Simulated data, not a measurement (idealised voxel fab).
process module | voxel gate over fins
cross-section cut | 255 nm wide | cells 5 nm
A cross-section is a grid of square cells, given in bands from the top down. A band is one or more rows of cells.
Each band's line starts with the height of the band's top and of its bottom, in nm. Then come its materials from left to right, each with its width in nm. One material with "throughout" fills the band from edge to edge. "air" is empty space.
Height 0 is the level under which the wafer as received is all one material. The lowest band goes on downwards, as in "0 down".
A width such as "30 to 40" changes by the same amount from each row of cells to the next, from the band's top row to its bottom row.
"no change" after a step means that no cell of the cross-section changed.
closed voids: empty space of 8 cells or more with no open way to the top, each as width x height at its distance from the left edge, in nm
after a step's settings: what the simulator itself notes on the step
overlay nm, on a step with a mask: how far to the right of its planned place the mask lay; to the left if negative
plan
1 op RECEIVE | material Si
2 op CONFORMAL_DEP | material SiN | thk nm 10
3 op DIRECTIONAL_DEP | material aC | thk nm 10
4 op PATTERN | tone cover | mask id FINS | material resist | width nm 15 | pitch nm 45 | thk nm 25 | overlay nm 0
5 op DIRECTIONAL_ETCH | etch materials aC | depth nm 10
6 op STRIP | etch materials resist
7 op DIRECTIONAL_ETCH | etch materials SiN | depth nm 10
8 op DIRECTIONAL_ETCH | etch materials Si | depth nm 40
9 op STRIP | etch materials aC
10 op FILL_DEP | material SiO2 | thk nm 5
11 op CMP | height nm 10
12 op SELECTIVE_ETCH | etch materials SiO2 | depth nm 25
13 op STRIP | etch materials SiN
14 op CONFORMAL_DEP | material HfO2 | thk nm 5
15 op CONFORMAL_DEP | material TiN | thk nm 5
16 op FILL_DEP | material W | thk nm 15
17 op CMP | height nm 20
18 op CONFORMAL_DEP | material SiN | thk nm 5
as received, after step 1
  0 down: Si throughout
  closed voids: none
a wafer at the end: this start, this plan, one mistake
  25 to 20: SiN throughout
  20 to 10: W throughout
  10 to 5: W 65 | HfO2 35 | W 10 | HfO2 35 | W 10 | HfO2 35 | W 65
  5 to 0: W 65 | HfO2 5 | TiN 25 | HfO2 5 | W 10 | HfO2 5 | TiN 25 | HfO2 5 | W 10 | HfO2 5 | TiN 25 | HfO2 5 | W 65
  0 to -5: W 65 | HfO2 5 | TiN 5 | Si 15 | TiN 5 | HfO2 5 | W 10 | HfO2 5 | TiN 5 | Si 15 | TiN 5 | HfO2 5 | W 10 | HfO2 5 | TiN 5 | Si 15 | TiN 5 | HfO2 5 | W 65
  -5 to -10: HfO2 70 | TiN 5 | Si 15 | TiN 5 | HfO2 20 | TiN 5 | Si 15 | TiN 5 | HfO2 20 | TiN 5 | Si 15 | TiN 5 | HfO2 70
  -10 to -15: TiN 75 | Si 15 | TiN 30 | Si 15 | TiN 30 | Si 15 | TiN 75
  -15 to -40: SiO2 75 | Si 15 | SiO2 30 | Si 15 | SiO2 30 | Si 15 | SiO2 75
  -40 down: Si throughout
  closed voids: none
what went wrong: steps 14 and 15 were swapped
